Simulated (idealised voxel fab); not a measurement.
process module | voxel capacitor over wiring
cross-section cut | 235 nm wide | cells 5 nm
A cross-section is a grid of square cells, given in bands from the top down. A band is one or more rows of cells.
Each band's line starts with the height of the band's top and of its bottom, in nm. Then come its materials from left to right, each with its width in nm. One material with "throughout" fills the band from edge to edge. "air" is empty space.
Height 0 is the level under which the wafer as received is all one material. The lowest band goes on downwards, as in "0 down".
A width such as "30 to 40" changes by the same amount from each row of cells to the next, from the band's top row to its bottom row.
"no change" after a step means that no cell of the cross-section changed.
closed voids: empty space of 8 cells or more with no open way to the top, each as width x height at its distance from the left edge, in nm
after a step's settings: what the simulator itself notes on the step
overlay nm, on a step with a mask: how far to the right of its planned place the mask lay; to the left if negative
Each pair below shows a cross-section before one step and the cross-section after it, down to the lowest band that changed. The line under each pair gives the step between them, with its settings. The pairs can come from different runs of this module on the same starting wafer, so a pair continues from the pair above only where its "before" says so.
before
  60 to 55: HfO2 throughout
  55 to 45: TiN throughout
  45 to 35: lowk 75 | Ru 15 | lowk 145
  35 to 30: SiCN 75 | Ru 15 | SiCN 145
  30 to 15: lowk 60 | TiN 5 | Ru 20 | TiN 5 | lowk 55 | TiN 5 | Ru 20 | TiN 5 | lowk 60
  15 to 10: SiCN 60 | TiN 30 | SiCN 55 | TiN 30 | SiCN 60
  10 to 0: SiO2 throughout
  0 down: Si throughout
  closed voids: none
after
  65 to 60: TiN throughout
  below 60: unchanged
  closed voids: none
the step between: op DIRECTIONAL_DEP | material TiN | thk nm 5
before: the cross-section after the pair above
after
  80 to 65: air 75 | resist 60 | air 100
  below 65: unchanged
  closed voids: none
the step between: op PATTERN | tone cover | mask id UPPER_PLATE | material resist | width nm 60 | thk nm 15 | overlay nm 0
before: the cross-section after the pair above
after
  80 to 65: air 75 | resist 60 | air 100
  65 to 60: air 75 | TiN 60 | air 100
  below 60: unchanged
  closed voids: none
the step between: op DIRECTIONAL_ETCH | etch materials TiN | depth nm 5
before: the cross-section after the pair above
after
  80 to 65: air 75 | resist 60 | air 100
  65 to 60: air 75 | TiN 60 | air 100
  60 to 55: air 75 | HfO2 60 | air 100
  below 55: unchanged
  closed voids: none
the step between: op DIRECTIONAL_ETCH | etch materials HfO2 | depth nm 5
before: the cross-section after the pair above
after
  65 to 60: air 75 | TiN 60 | air 100
  below 60: unchanged
  closed voids: none
the step between: op STRIP | etch materials resist
before: the cross-section after the pair above
after
  85 to 65: air 70 | resist 70 | air 95
  65 to 60: air 70 | resist 5 | TiN 60 | resist 5 | air 95
  60 to 55: air 70 | resist 5 | HfO2 60 | resist 5 | air 95
  below 55: unchanged
  closed voids: none
the step between: op PATTERN | tone cover | mask id LOWER_PLATE | material resist | width nm 70 | thk nm 20 | overlay nm 0
before: the cross-section after the pair above
after
  85 to 65: air 70 | resist 70 | air 95
  65 to 60: air 70 | resist 5 | TiN 60 | resist 5 | air 95
  60 to 55: air 70 | resist 5 | HfO2 60 | resist 5 | air 95
  55 to 45: air 70 | TiN 70 | air 95
  below 45: unchanged
  closed voids: none
the step between: op DIRECTIONAL_ETCH | etch materials TiN | depth nm 10
before: the cross-section after the pair above
after
  65 to 60: air 75 | TiN 60 | air 100
  60 to 55: air 75 | HfO2 60 | air 100
  below 55: unchanged
  closed voids: none
the step between: op STRIP | etch materials resist
before: the cross-section after the pair above
after
  85 to 65: SiO2 throughout
  65 to 60: SiO2 75 | TiN 60 | SiO2 100
  60 to 55: SiO2 75 | HfO2 60 | SiO2 100
  55 to 45: SiO2 70 | TiN 70 | SiO2 95
  below 45: unchanged
  closed voids: none
the step between: op FILL_DEP | material SiO2 | thk nm 20
before: the cross-section after the pair above
after
  95 to 85: aC throughout
  below 85: unchanged
  closed voids: none
the step between: op DIRECTIONAL_DEP | material aC | thk nm 10
before: the cross-section after the pair above
after
  125 to 95: resist 85 | air 15 | resist 135
  below 95: unchanged
  closed voids: none
the step between: op PATTERN | tone open | mask id PLUG_2 | material resist | width nm 15 | thk nm 30 | overlay nm 0
before: the cross-section after the pair above
after
  115 to 95: resist 85 | air 15 | resist 135
  95 to 85: aC 85 | air 15 | aC 135
  below 85: unchanged
  closed voids: none
the step between: op DIRECTIONAL_ETCH | etch materials aC | depth nm 10
before: the cross-section after the pair above
after
  95 to 85: aC 85 | air 15 | aC 135
  below 85: unchanged
  closed voids: none
the step between: op STRIP | etch materials resist
before: the cross-section after the pair above
after
  95 to 85: aC 85 | air 15 | aC 135
  85 to 70: SiO2 85 | air 15 | SiO2 135
  below 70: unchanged
  closed voids: none
the step between: op DIRECTIONAL_ETCH | etch materials SiO2 | depth nm 15
before: the cross-section after the pair above
after
  85 to 70: SiO2 85 | air 15 | SiO2 135
  below 70: unchanged
  closed voids: none
the step between: op STRIP | etch materials aC
before: the cross-section after the pair above
after
  90 to 85: TiN 90 | air 5 | TiN 140
  85 to 75: SiO2 85 | TiN 5 | air 5 | TiN 5 | SiO2 135
  75 to 70: SiO2 85 | TiN 15 | SiO2 135
  below 70: unchanged
  closed voids: none
the step between: op CONFORMAL_DEP | material TiN | thk nm 5
before: the cross-section after the pair above
after
  95 to 90: Cu throughout
  90 to 85: TiN 90 | Cu 5 | TiN 140
  85 to 75: SiO2 85 | TiN 5 | Cu 5 | TiN 5 | SiO2 135
  below 75: unchanged
  closed voids: none
the step between: op FILL_DEP | material Cu | thk nm 5
before: the cross-section after the pair above
after
  85 to 75: SiO2 85 | TiN 5 | Cu 5 | TiN 5 | SiO2 135
  below 75: unchanged
  closed voids: none
the step between: op CMP | height nm 85
before: the cross-section after the pair above
after
  90 to 85: SiN throughout
  below 85: unchanged
  closed voids: none
the step between: op CONFORMAL_DEP | material SiN | thk nm 5
before
  95 to 85: aC throughout
  85 to 70: SiO2 throughout
  70 to 65: SiO2 75 | TiN 60 | SiO2 100
  65 to 60: SiO2 75 | HfO2 60 | SiO2 100
  60 to 50: SiO2 70 | TiN 70 | SiO2 95
  50 to 40: lowk 75 | Ru 15 | lowk 145
  40 to 35: SiCN 75 | Ru 15 | SiCN 145
  35 to 15: lowk 60 | TiN 5 | Ru 20 | TiN 5 | lowk 55 | TiN 5 | Ru 20 | TiN 5 | lowk 60
  15 to 10: SiCN 60 | TiN 30 | SiCN 55 | TiN 30 | SiCN 60
  10 to 0: SiO2 throughout
  0 down: Si throughout
  closed voids: none
after
  125 to 95: resist 80 | air 25 | resist 130
  below 95: unchanged
  closed voids: none
the step between: op PATTERN | tone open | mask id PLUG_2 | material resist | width nm 25 | thk nm 30 | overlay nm 0
before: the cross-section after the pair above
after
  115 to 95: resist 80 | air 25 | resist 130
  95 to 85: aC 80 | air 25 | aC 130
  below 85: unchanged
  closed voids: none
the step between: op DIRECTIONAL_ETCH | etch materials aC | depth nm 10
before: the cross-section after the pair above
after
  95 to 85: aC 80 | air 25 | aC 130
  below 85: unchanged
  closed voids: none
the step between: op STRIP | etch materials resist
before: the cross-section after the pair above
after
  95 to 85: aC 80 | air 25 | aC 130
  85 to 70: SiO2 80 | air 25 | SiO2 130
  below 70: unchanged
  closed voids: none
the step between: op DIRECTIONAL_ETCH | etch materials SiO2 | depth nm 15
before: the cross-section after the pair above
after
  85 to 70: SiO2 80 | air 25 | SiO2 130
  below 70: unchanged
  closed voids: none
the step between: op STRIP | etch materials aC
before: the cross-section after the pair above
after
  90 to 85: TiN 85 | air 15 | TiN 135
  85 to 75: SiO2 80 | TiN 5 | air 15 | TiN 5 | SiO2 130
  75 to 65: SiO2 80 to 75 | TiN 25 to 60 | SiO2 130 to 100
  below 65: unchanged
  closed voids: none
the step between: op CONFORMAL_DEP | material TiN | thk nm 5
before: the cross-section after the pair above
after
  95 to 90: Cu throughout
  90 to 85: TiN 85 | Cu 15 | TiN 135
  85 to 75: SiO2 80 | TiN 5 | Cu 15 | TiN 5 | SiO2 130
  below 75: unchanged
  closed voids: none
the step between: op FILL_DEP | material Cu | thk nm 5
before: the cross-section after the pair above
after
  85 to 75: SiO2 80 | TiN 5 | Cu 15 | TiN 5 | SiO2 130
  below 75: unchanged
  closed voids: none
the step between: op CMP | height nm 85
before: the cross-section after the pair above
after
  90 to 85: SiN throughout
  below 85: unchanged
  closed voids: none
the step between: op CONFORMAL_DEP | material SiN | thk nm 5
before
  50 to 40: lowk throughout
  40 to 35: SiCN throughout
  35 to 15: lowk 60 | TiN 5 | Ru 20 | TiN 5 | lowk 55 | TiN 5 | Ru 20 | TiN 5 | lowk 60
  15 to 10: SiCN 60 | TiN 30 | SiCN 55 | TiN 30 | SiCN 60
  10 to 0: SiO2 throughout
  0 down: Si throughout
  closed voids: none
after
  50 to 40: lowk 85 | air 15 | lowk 135
  below 40: unchanged
  closed voids: none
the step between: op MASKED_ETCH | tone open | mask id PLUG_1 | width nm 15 | etch materials lowk | depth nm 10 | overlay nm 10
before: the cross-section after the pair above
after
  50 to 40: lowk 85 | air 15 | lowk 135
  40 to 35: SiCN 85 | air 5 | SiCN 145
  below 35: unchanged
  closed voids: none
the step between: op MASKED_ETCH | tone open | mask id PLUG_1 | width nm 15 | etch materials SiCN | depth nm 5 | overlay nm 0
before: the cross-section after the pair above
after
  50 to 45: lowk 85 | air 15 | lowk 135
  45 to 40: lowk 85 | Ru 10 | air 5 | lowk 135
  40 to 35: SiCN 85 | Ru 5 | SiCN 145
  below 35: unchanged
  closed voids: none
the step between: op EPI | material Ru | thk nm 10
before: the cross-section after the pair above
after
  50 to 40: lowk 85 | Ru 15 | lowk 135
  below 40: unchanged
  closed voids: none
the step between: op EPI | material Ru | thk nm 5
before: the cross-section after the pair above
after
  60 to 50: TiN throughout
  below 50: unchanged
  closed voids: none
the step between: op DIRECTIONAL_DEP | material TiN | thk nm 10
before: the cross-section after the pair above
after
  65 to 60: HfO2 throughout
  below 60: unchanged
  closed voids: none
the step between: op DIRECTIONAL_DEP | material HfO2 | thk nm 5
before: the cross-section after the pair above
after
  70 to 65: TiN throughout
  below 65: unchanged
  closed voids: none
the step between: op DIRECTIONAL_DEP | material TiN | thk nm 5
before: the cross-section after the pair above
after
  85 to 70: air 75 | resist 60 | air 100
  below 70: unchanged
  closed voids: none
the step between: op PATTERN | tone cover | mask id UPPER_PLATE | material resist | width nm 60 | thk nm 15 | overlay nm 0
before: the cross-section after the pair above
after
  85 to 70: air 75 | resist 60 | air 100
  70 to 65: air 75 | TiN 60 | air 100
  below 65: unchanged
  closed voids: none
the step between: op DIRECTIONAL_ETCH | etch materials TiN | depth nm 5
before: the cross-section after the pair above
after
  85 to 70: air 75 | resist 60 | air 100
  70 to 65: air 75 | TiN 60 | air 100
  65 to 60: air 75 | HfO2 60 | air 100
  below 60: unchanged
  closed voids: none
the step between: op DIRECTIONAL_ETCH | etch materials HfO2 | depth nm 5
before: the cross-section after the pair above
after
  70 to 65: air 75 | TiN 60 | air 100
  below 65: unchanged
  closed voids: none
the step between: op STRIP | etch materials resist
before: the cross-section after the pair above
after
  90 to 70: air 70 | resist 70 | air 95
  70 to 65: air 70 | resist 5 | TiN 60 | resist 5 | air 95
  65 to 60: air 70 | resist 5 | HfO2 60 | resist 5 | air 95
  below 60: unchanged
  closed voids: none
the step between: op PATTERN | tone cover | mask id LOWER_PLATE | material resist | width nm 70 | thk nm 20 | overlay nm 0
before: the cross-section after the pair above
after
  90 to 70: air 70 | resist 70 | air 95
  70 to 65: air 70 | resist 5 | TiN 60 | resist 5 | air 95
  65 to 60: air 70 | resist 5 | HfO2 60 | resist 5 | air 95
  60 to 50: air 70 | TiN 70 | air 95
  below 50: unchanged
  closed voids: none
the step between: op DIRECTIONAL_ETCH | etch materials TiN | depth nm 10
before: the cross-section after the pair above
after
  70 to 65: air 75 | TiN 60 | air 100
  65 to 60: air 75 | HfO2 60 | air 100
  below 60: unchanged
  closed voids: none
the step between: op STRIP | etch materials resist
before: the cross-section after the pair above
after
  90 to 70: SiO2 throughout
  70 to 65: SiO2 75 | TiN 60 | SiO2 100
  65 to 60: SiO2 75 | HfO2 60 | SiO2 100
  60 to 50: SiO2 70 | TiN 70 | SiO2 95
  below 50: unchanged
  closed voids: none
the step between: op FILL_DEP | material SiO2 | thk nm 20
before: the cross-section after the pair above
after
  85 to 70: SiO2 throughout
  below 70: unchanged
  closed voids: none
the step between: op CMP | height nm 85
before: the cross-section after the pair above
after
  95 to 85: aC throughout
  below 85: unchanged
  closed voids: none
the step between: op DIRECTIONAL_DEP | material aC | thk nm 10
before: the cross-section after the pair above
after
  125 to 95: resist 85 | air 15 | resist 135
  below 95: unchanged
  closed voids: none
the step between: op PATTERN | tone open | mask id PLUG_2 | material resist | width nm 15 | thk nm 30 | overlay nm 0
before: the cross-section after the pair above
after
  115 to 95: resist 85 | air 15 | resist 135
  95 to 85: aC 85 | air 15 | aC 135
  below 85: unchanged
  closed voids: none
the step between: op DIRECTIONAL_ETCH | etch materials aC | depth nm 10
before: the cross-section after the pair above
after
  95 to 85: aC 85 | air 15 | aC 135
  below 85: unchanged
  closed voids: none
the step between: op STRIP | etch materials resist
before: the cross-section after the pair above
after
  95 to 85: aC 85 | air 15 | aC 135
  85 to 70: SiO2 85 | air 15 | SiO2 135
  below 70: unchanged
  closed voids: none
the step between: op DIRECTIONAL_ETCH | etch materials SiO2 | depth nm 15
before: the cross-section after the pair above
after
  85 to 70: SiO2 85 | air 15 | SiO2 135
  below 70: unchanged
  closed voids: none
the step between: op STRIP | etch materials aC
before: the cross-section after the pair above
after
  90 to 85: TiN 90 | air 5 | TiN 140
  85 to 75: SiO2 85 | TiN 5 | air 5 | TiN 5 | SiO2 135
  75 to 65: SiO2 85 to 75 | TiN 15 to 60 | SiO2 135 to 100
  below 65: unchanged
  closed voids: none
the step between: op CONFORMAL_DEP | material TiN | thk nm 5
before: the cross-section after the pair above
after
  95 to 90: Cu throughout
  90 to 85: TiN 90 | Cu 5 | TiN 140
  85 to 75: SiO2 85 | TiN 5 | Cu 5 | TiN 5 | SiO2 135
  below 75: unchanged
  closed voids: none
the step between: op FILL_DEP | material Cu | thk nm 5
before: the cross-section after the pair above
after
  85 to 75: SiO2 85 | TiN 5 | Cu 5 | TiN 5 | SiO2 135
  below 75: unchanged
  closed voids: none
the step between: op CMP | height nm 85
before: the cross-section after the pair above
after
  90 to 85: SiN throughout
  below 85: unchanged
  closed voids: none
the step between: op CONFORMAL_DEP | material SiN | thk nm 5
before
  70 to 65: air 75 | TiN 60 | air 100
  65 to 60: air 75 | HfO2 60 | air 100
  60 to 50: air 70 | TiN 70 | air 95
  50 to 40: lowk 75 | Ru 15 | lowk 145
  40 to 35: SiCN 75 | Ru 15 | SiCN 145
  35 to 15: lowk 60 | TiN 5 | Ru 20 | TiN 5 | lowk 55 | TiN 5 | Ru 20 | TiN 5 | lowk 60
  15 to 10: SiCN 60 | TiN 30 | SiCN 55 | TiN 30 | SiCN 60
  10 to 0: SiO2 throughout
  0 down: Si throughout
  closed voids: none
after
  90 to 70: HfO2 throughout
  70 to 65: HfO2 75 | TiN 60 | HfO2 100
  65 to 60: HfO2 throughout
  60 to 50: HfO2 70 | TiN 70 | HfO2 95
  below 50: unchanged
  closed voids: none
the step between: op FILL_DEP | material HfO2 | thk nm 20
before: the cross-section after the pair above
after
  85 to 70: HfO2 throughout
  below 70: unchanged
  closed voids: none
the step between: op CMP | height nm 85
before: the cross-section after the pair above
after
  95 to 85: aC throughout
  below 85: unchanged
  closed voids: none
the step between: op DIRECTIONAL_DEP | material aC | thk nm 10
before: the cross-section after the pair above
after
  125 to 95: resist 85 | air 15 | resist 135
  below 95: unchanged
  closed voids: none
the step between: op PATTERN | tone open | mask id PLUG_2 | material resist | width nm 15 | thk nm 30 | overlay nm 0
before: the cross-section after the pair above
after
  115 to 95: resist 85 | air 15 | resist 135
  95 to 85: aC 85 | air 15 | aC 135
  below 85: unchanged
  closed voids: none
the step between: op DIRECTIONAL_ETCH | etch materials aC | depth nm 10
before: the cross-section after the pair above
after
  95 to 85: aC 85 | air 15 | aC 135
  below 85: unchanged
  closed voids: none
the step between: op STRIP | etch materials resist
before: the cross-section after the pair above
after
  85 to 70: HfO2 throughout
  below 70: unchanged
  closed voids: none
the step between: op STRIP | etch materials aC
before: the cross-section after the pair above
after
  90 to 85: TiN throughout
  below 85: unchanged
  closed voids: none
the step between: op CONFORMAL_DEP | material TiN | thk nm 5
before: the cross-section after the pair above
after
  95 to 90: Cu throughout
  below 90: unchanged
  closed voids: none
the step between: op FILL_DEP | material Cu | thk nm 5
before: the cross-section after the pair above
after
  85 to 70: HfO2 throughout
  below 70: unchanged
  closed voids: none
the step between: op CMP | height nm 85
before: the cross-section after the pair above
after
  90 to 85: SiN throughout
  below 85: unchanged
  closed voids: none
the step between: op CONFORMAL_DEP | material SiN | thk nm 5
before
  50 to 40: lowk throughout
  40 to 35: SiCN throughout
  35 to 15: lowk 60 | TiN 5 | Ru 20 | TiN 5 | lowk 55 | TiN 5 | Ru 20 | TiN 5 | lowk 60
  15 to 10: SiCN 60 | TiN 30 | SiCN 55 | TiN 30 | SiCN 60
  10 to 0: SiO2 throughout
  0 down: Si throughout
  closed voids: none
after
  50 to 40: air 75 | lowk 15 | air 145
  below 40: unchanged
  closed voids: none
the step between: op MASKED_ETCH | tone cover | mask id PLUG_1 | width nm 15 | etch materials lowk | depth nm 10 | overlay nm 0
before: the cross-section after the pair above
after
  60 to 50: air 75 | TiN 15 | air 145
  50 to 40: TiN 75 | lowk 15 | TiN 145
  below 40: unchanged
  closed voids: none
the step between: op DIRECTIONAL_DEP | material TiN | thk nm 10
before: the cross-section after the pair above
after
  65 to 60: air 75 | HfO2 15 | air 145
  60 to 55: air 75 | TiN 15 | air 145
  55 to 50: HfO2 75 | TiN 15 | HfO2 145
  below 50: unchanged
  closed voids: none
the step between: op DIRECTIONAL_DEP | material HfO2 | thk nm 5
before: the cross-section after the pair above
after
  70 to 65: air 75 | TiN 15 | air 145
  65 to 60: air 75 | HfO2 15 | air 145
  60 to 55: TiN throughout
  below 55: unchanged
  closed voids: none
the step between: op DIRECTIONAL_DEP | material TiN | thk nm 5
before: the cross-section after the pair above
after
  85 to 70: air 75 | resist 60 | air 100
  70 to 65: air 75 | TiN 15 | resist 45 | air 100
  65 to 60: air 75 | HfO2 15 | resist 45 | air 100
  below 60: unchanged
  closed voids: none
the step between: op PATTERN | tone cover | mask id UPPER_PLATE | material resist | width nm 60 | thk nm 15 | overlay nm 0
before: the cross-section after the pair above
after
  85 to 70: air 75 | resist 60 | air 100
  70 to 65: air 75 | TiN 15 | resist 45 | air 100
  65 to 60: air 75 | HfO2 15 | resist 45 | air 100
  60 to 55: air 75 | TiN 60 | air 100
  below 55: unchanged
  closed voids: none
the step between: op DIRECTIONAL_ETCH | etch materials TiN | depth nm 5
before: the cross-section after the pair above
after
  85 to 70: air 75 | resist 60 | air 100
  70 to 65: air 75 | TiN 15 | resist 45 | air 100
  65 to 60: air 75 | HfO2 15 | resist 45 | air 100
  60 to 55: air 75 | TiN 60 | air 100
  55 to 50: air 75 | TiN 15 | HfO2 45 | air 100
  below 50: unchanged
  closed voids: none
the step between: op DIRECTIONAL_ETCH | etch materials HfO2 | depth nm 5
before: the cross-section after the pair above
after
  70 to 65: air 75 | TiN 15 | air 145
  65 to 60: air 75 | HfO2 15 | air 145
  below 60: unchanged
  closed voids: none
the step between: op STRIP | etch materials resist
before: the cross-section after the pair above
after
  90 to 70: air 70 | resist 70 | air 95
  70 to 65: air 70 | resist 5 | TiN 15 | resist 50 | air 95
  65 to 60: air 70 | resist 5 | HfO2 15 | resist 50 | air 95
  60 to 55: air 70 | resist 5 | TiN 60 | resist 5 | air 95
  55 to 50: air 70 | resist 5 | TiN 15 | HfO2 45 | resist 5 | air 95
  below 50: unchanged
  closed voids: none
the step between: op PATTERN | tone cover | mask id LOWER_PLATE | material resist | width nm 70 | thk nm 20 | overlay nm 0
before: the cross-section after the pair above
after
  90 to 70: air 70 | resist 70 | air 95
  70 to 65: air 70 | resist 5 | TiN 15 | resist 50 | air 95
  65 to 60: air 70 | resist 5 | HfO2 15 | resist 50 | air 95
  60 to 55: air 70 | resist 5 | TiN 60 | resist 5 | air 95
  55 to 50: air 70 | resist 5 | TiN 15 | HfO2 45 | resist 5 | air 95
  50 to 40: air 70 | TiN 5 | lowk 15 | TiN 50 | air 95
  below 40: unchanged
  closed voids: none
the step between: op DIRECTIONAL_ETCH | etch materials TiN | depth nm 10
before: the cross-section after the pair above
after
  70 to 65: air 75 | TiN 15 | air 145
  65 to 60: air 75 | HfO2 15 | air 145
  60 to 55: air 75 | TiN 60 | air 100
  55 to 50: air 75 | TiN 15 | HfO2 45 | air 100
  below 50: unchanged
  closed voids: none
the step between: op STRIP | etch materials resist
before: the cross-section after the pair above
after
  90 to 70: SiO2 throughout
  70 to 65: SiO2 75 | TiN 15 | SiO2 145
  65 to 60: SiO2 75 | HfO2 15 | SiO2 145
  60 to 55: SiO2 75 | TiN 60 | SiO2 100
  55 to 50: SiO2 75 | TiN 15 | HfO2 45 | SiO2 100
  50 to 40: SiO2 70 | TiN 5 | lowk 15 | TiN 50 | SiO2 95
  below 40: unchanged
  closed voids: none
the step between: op FILL_DEP | material SiO2 | thk nm 20
before: the cross-section after the pair above
after
  85 to 70: SiO2 throughout
  below 70: unchanged
  closed voids: none
the step between: op CMP | height nm 85
before: the cross-section after the pair above
after
  95 to 85: aC throughout
  below 85: unchanged
  closed voids: none
the step between: op DIRECTIONAL_DEP | material aC | thk nm 10
before: the cross-section after the pair above
after
  125 to 95: resist 85 | air 15 | resist 135
  below 95: unchanged
  closed voids: none
the step between: op PATTERN | tone open | mask id PLUG_2 | material resist | width nm 15 | thk nm 30 | overlay nm 0
before: the cross-section after the pair above
after
  115 to 95: resist 85 | air 15 | resist 135
  95 to 85: aC 85 | air 15 | aC 135
  below 85: unchanged
  closed voids: none
the step between: op DIRECTIONAL_ETCH | etch materials aC | depth nm 10
before: the cross-section after the pair above
after
  95 to 85: aC 85 | air 15 | aC 135
  below 85: unchanged
  closed voids: none
the step between: op STRIP | etch materials resist
before: the cross-section after the pair above
after
  95 to 85: aC 85 | air 15 | aC 135
  85 to 70: SiO2 85 | air 15 | SiO2 135
  below 70: unchanged
  closed voids: none
the step between: op DIRECTIONAL_ETCH | etch materials SiO2 | depth nm 15
before: the cross-section after the pair above
after
  85 to 70: SiO2 85 | air 15 | SiO2 135
  below 70: unchanged
  closed voids: none
the step between: op STRIP | etch materials aC
before: the cross-section after the pair above
after
  90 to 85: TiN 90 | air 5 | TiN 140
  85 to 75: SiO2 85 | TiN 5 | air 5 | TiN 5 | SiO2 135
  75 to 65: SiO2 85 to 75 | TiN 15 | SiO2 135 to 145
  below 65: unchanged
  closed voids: none
the step between: op CONFORMAL_DEP | material TiN | thk nm 5
before: the cross-section after the pair above
after
  95 to 90: Cu throughout
  90 to 85: TiN 90 | Cu 5 | TiN 140
  85 to 75: SiO2 85 | TiN 5 | Cu 5 | TiN 5 | SiO2 135
  below 75: unchanged
  closed voids: none
the step between: op FILL_DEP | material Cu | thk nm 5
before: the cross-section after the pair above
after
  85 to 75: SiO2 85 | TiN 5 | Cu 5 | TiN 5 | SiO2 135
  below 75: unchanged
  closed voids: none
the step between: op CMP | height nm 85
before: the cross-section after the pair above
after
  90 to 85: SiN throughout
  below 85: unchanged
  closed voids: none
the step between: op CONFORMAL_DEP | material SiN | thk nm 5
